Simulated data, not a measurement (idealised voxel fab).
Proc. module: voxel released beams
Pictured: cross-section cut, 250 nm wide, on a grid of 5 nm square cells.
Throughout this document, each cross-section is represented as a grid of square cells and is presented as a sequence of bands enumerated from the top downward, where a band comprises one or more rows of cells.
Within each band entry, the heights of the top and of the bottom of the band appear first, in that order and in nm; the materials of the band then follow from left to right, each with its corresponding width in nm. The designation "full width" on a single material indicates that it fills the band from edge to edge; the designation "air" indicates empty space.
Heads up on the height convention: 0 is the point under which the incoming wafer is all one material, and the lowest band has no bottom, it just keeps going down, like "z 0 and below".
Note: "30..40" means the width goes from the first number (top row of the band) to the second number (bottom row) in equal steps per row of cells.
Basically "nothing changed" means that step didn't change any cell in the cross-section.
Entry "Closed voids list" = empty spaces >= 8 cells with no open way to the top; each as width x height at distance, distance from left edge, all nm.
What comes after the settings on a step's line is commentary from the simulator itself on that step.
overlay nm: where the mask lay relative to plan, measured to the right, on steps with a mask; negatives go left.

Plan
1) RECEIVE,material Si
2) CONFORMAL_DEP,material SiN,thk nm 5
3) DIRECTIONAL_DEP,material SiO2,thk nm 20
4) MASKED_ETCH,tone open,mask id ANCHOR,width nm 35,etch materials SiO2,depth nm 20,overlay nm 0
5) CONFORMAL_DEP,material polySi,thk nm 10
6) MASKED_ETCH,tone cover,mask id BEAM,width nm 85,etch materials polySi,depth nm 10,overlay nm 0
7) STRIP,etch materials SiO2

Incoming wafer, cross-sectional view, post step 1
z 0 and below | Si full width
Closed voids list: none

Cross-sectional result after module completion. Note: starting condition and plan are unchanged from above; one processing mistake was made
z 35 to 25 | air 80  polySi 50  air 120
z 25 to 15 | air 75  polySi 10  SiO2 35  polySi 10  air 120
z 15 to 5 | air 75  polySi 10  SiO2 35  polySi 45  air 85
z 5 to 0 | SiN full width
z 0 and below | Si full width
Closed voids list: none
Here's what went sideways: it should be noted that step 4 was executed with settings other than those planned, the operation and settings actually applied being MASKED_ETCH,tone cover,mask id ANCHOR,width nm 35,etch materials SiO2,depth nm 20,overlay nm 0
